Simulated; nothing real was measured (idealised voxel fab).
This is a process module. Its name is voxel gate over fins.
Section cut is 275 nm wide and gridded with 5 nm square cells.
A cross-section is written here as square cells arranged in a grid, and it is given in bands from the top down, each band taking up one or more rows of cells. Heads up on the band format: heights come first, top then bottom, in nm. After that it's the materials left to right, each with its width in nm. A single material flagged "edge to edge" fills the whole band edge to edge, and "air" means there's empty space there. Beneath 0, the wafer as received is one material, and that level is where height counting begins. The lowest band goes on downward without a bottom; it is written like "z 0 and below". Per-row width for "30..40": begins at first number (top row of band), ends at second number (bottom row), increment between rows held constant. "left unchanged" -> step changed no cross-section cell. You'll see "Closed cavities" listing empty spaces that have no way open to the top, as long as they're 8 cells or more; the notation is width x height at distance, where the distance is from the left edge, and all of it is in nm. Post-settings text on a step line: simulator's own remark regarding the step. "overlay nm" denotes, for a step that has a mask, the displacement of the mask to the right of its planned place, with negative values corresponding to the left.

**Listed below are the process steps as planned**
step 1: RECEIVE [material Si]
step 2: CONFORMAL_DEP [material SiN] [thk nm 10]
step 3: DIRECTIONAL_DEP [material aC] [thk nm 10]
step 4: PATTERN [tone cover] [mask id FINS] [material resist] [width nm 15] [pitch nm 55] [thk nm 30] [overlay nm 0]
step 5: DIRECTIONAL_ETCH [etch materials aC] [depth nm 10]
step 6: STRIP [etch materials resist]
step 7: DIRECTIONAL_ETCH [etch materials SiN] [depth nm 10]
step 8: DIRECTIONAL_ETCH [etch materials Si] [depth nm 40]
step 9: STRIP [etch materials aC]
step 10: FILL_DEP [material SiO2] [thk nm 10]
step 11: CMP [height nm 10]
step 12: PATTERN [tone open] [mask id RAIL] [material resist] [width nm 15] [thk nm 20] [overlay nm 0]
step 13: DIRECTIONAL_ETCH [etch materials SiO2] [depth nm 45]
step 14: STRIP [etch materials resist]
step 15: CONFORMAL_DEP [material TiN] [thk nm 5]
step 16: FILL_DEP [material W] [thk nm 5]
step 17: CMP [height nm 10]
step 18: SELECTIVE_ETCH [etch materials W Ru TiN] [depth nm 30]
step 19: FILL_DEP [material SiO2] [thk nm 5]
step 20: CMP [height nm 10]
step 21: SELECTIVE_ETCH [etch materials SiO2] [depth nm 25]
step 22: STRIP [etch materials SiN]
step 23: CONFORMAL_DEP [material HfO2] [thk nm 5]
step 24: CONFORMAL_DEP [material TiN] [thk nm 5]
step 25: FILL_DEP [material W] [thk nm 15]
step 26: CMP [height nm 20]
step 27: CONFORMAL_DEP [material SiCN] [thk nm 5]

**Here's what the wafer looked like in cross-section when it arrived - that's after step 1**
  z 0 and below  Si edge to edge
  Closed cavities: none

**Starting structure and process plan are as shown above, but one mistake was made in running the module; the wafer cross-section at the end of the module follows**
  z 25 to 20  SiCN edge to edge
  z 20 to 10  W edge to edge
  z 10 to 5  W: 65 / TiN: 35 / W: 20 / TiN: 35 / W: 20 / TiN: 35 / W: 65
  z 5 to 0  W: 65 / TiN: 5 / HfO2: 25 / TiN: 5 / W: 20 / TiN: 5 / HfO2: 25 / TiN: 5 / W: 20 / TiN: 5 / HfO2: 25 / TiN: 5 / W: 65
  z 0 to -30  W: 65 / TiN: 5 / HfO2: 5 / Si: 15 / HfO2: 5 / TiN: 5 / W: 20 / TiN: 5 / HfO2: 5 / Si: 15 / HfO2: 5 / TiN: 5 / W: 20 / TiN: 5 / HfO2: 5 / Si: 15 / HfO2: 5 / TiN: 5 / W: 65
  z -30 to -35  TiN: 70 / HfO2: 5 / Si: 15 / HfO2: 5 / TiN: 30 / HfO2: 5 / Si: 15 / HfO2: 5 / TiN: 30 / HfO2: 5 / Si: 15 / HfO2: 5 / TiN: 70
  z -35 to -40  HfO2: 75 / Si: 15 / HfO2: 40 / Si: 15 / HfO2: 40 / Si: 15 / HfO2: 75
  z -40 and below  Si edge to edge
  Closed cavities: none
Deviation from plan: step 10 did not use the planned setting and instead ran as FILL_DEP [material SiN] [thk nm 10]
